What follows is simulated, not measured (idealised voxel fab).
process module | voxel fin reveal
cross-section cut | 270 nm wide | cells 5 nm
A cross-section is a grid of square cells, given in bands from the top down. A band is one or more rows of cells.
Each band's line starts with the height of the band's top and of its bottom, in nm. Then come its materials from left to right, each with its width in nm. One material with "throughout" fills the band from edge to edge. "air" is empty space.
Height 0 is the level under which the wafer as received is all one material. The lowest band goes on downwards, as in "0 down".
A width such as "30 to 40" changes by the same amount from each row of cells to the next, from the band's top row to its bottom row.
"no change" after a step means that no cell of the cross-section changed.
closed voids: empty space of 8 cells or more with no open way to the top, each as width x height at its distance from the left edge, in nm
after a step's settings: what the simulator itself notes on the step
overlay nm, on a step with a mask: how far to the right of its planned place the mask lay; to the left if negative
plan
1 op RECEIVE | material Si
2 op CONFORMAL_DEP | material SiN | thk nm 10
3 op MASKED_ETCH | tone cover | mask id FINS | width nm 15 | pitch nm 40 | etch materials SiN | depth nm 10 | overlay nm 0
4 op MASKED_ETCH | tone cover | mask id FINS | width nm 15 | pitch nm 40 | etch materials Si | depth nm 30 | overlay nm 0
5 op OXIDIZE | depth nm 5
6 op FILL_DEP | material SiO2 | thk nm 5
7 op CMP | height nm 10
8 op SELECTIVE_ETCH | etch materials SiO2 | depth nm 30
9 op STRIP | etch materials SiN
10 op CONFORMAL_DEP | material HfO2 | thk nm 5
first wafer, as planned
as received, after step 1
  0 down: Si throughout
  closed voids: none
after step 2
  10 to 0: SiN throughout
  below 0: unchanged
after step 3
  10 to 0: air 105 | SiN 15 | air 25 | SiN 15 | air 110
  below 0: unchanged
after step 4
  10 to 0: air 105 | SiN 15 | air 25 | SiN 15 | air 110
  0 to -30: air 105 | Si 15 | air 25 | Si 15 | air 110
  below -30: unchanged
after step 5
  10 to 0: air 105 | SiN 15 | air 25 | SiN 15 | air 110
  0 to -30: air 105 | SiO2 5 | Si 5 | SiO2 5 | air 25 | SiO2 5 | Si 5 | SiO2 5 | air 110
  -30 to -35: SiO2 110 | Si 5 | SiO2 35 | Si 5 | SiO2 115
  below -35: unchanged
after step 6
  15 to 10: SiO2 throughout
  10 to 0: SiO2 105 | SiN 15 | SiO2 25 | SiN 15 | SiO2 110
  0 to -35: SiO2 110 | Si 5 | SiO2 35 | Si 5 | SiO2 115
  below -35: unchanged
after step 7
  10 to 0: SiO2 105 | SiN 15 | SiO2 25 | SiN 15 | SiO2 110
  below 0: unchanged
after step 8
  10 to 0: air 105 | SiN 15 | air 25 | SiN 15 | air 110
  0 to -20: air 110 | Si 5 | air 35 | Si 5 | air 115
  below -20: unchanged
after step 9
  0 to -20: air 110 | Si 5 | air 35 | Si 5 | air 115
  below -20: unchanged
after step 10
  5 to 0: air 105 | HfO2 15 | air 25 | HfO2 15 | air 110
  0 to -15: air 105 | HfO2 5 | Si 5 | HfO2 5 | air 25 | HfO2 5 | Si 5 | HfO2 5 | air 110
  -15 to -20: HfO2 110 | Si 5 | HfO2 35 | Si 5 | HfO2 115
  below -20: unchanged
second wafer: like start, like plan, one mistake. Through step 8 it matches the first wafer
when step 9 should have ended
  10 to 0: air 105 | SiN 15 | air 25 | SiN 15 | air 110
  0 to -35: air 110 | Si 5 | air 35 | Si 5 | air 115
  below -35: unchanged
when step 10 should have ended
  15 to 10: air 100 | HfO2 25 | air 15 | HfO2 25 | air 105
  10 to 0: air 100 | HfO2 5 | SiN 15 | HfO2 5 | air 15 | HfO2 5 | SiN 15 | HfO2 5 | air 105
  0 to -5: air 100 | HfO2 10 | Si 5 | HfO2 10 | air 15 | HfO2 10 | Si 5 | HfO2 10 | air 105
  -5 to -30: air 105 | HfO2 5 | Si 5 | HfO2 5 | air 25 | HfO2 5 | Si 5 | HfO2 5 | air 110
  -30 to -35: HfO2 110 | Si 5 | HfO2 35 | Si 5 | HfO2 115
  below -35: unchanged
what went wrong: step 9 ran as: op STRIP | etch materials SiO2
at the end the second wafer has, in cells: 28 more of HfO2 | 12 more of SiN | 156 fewer of SiO2
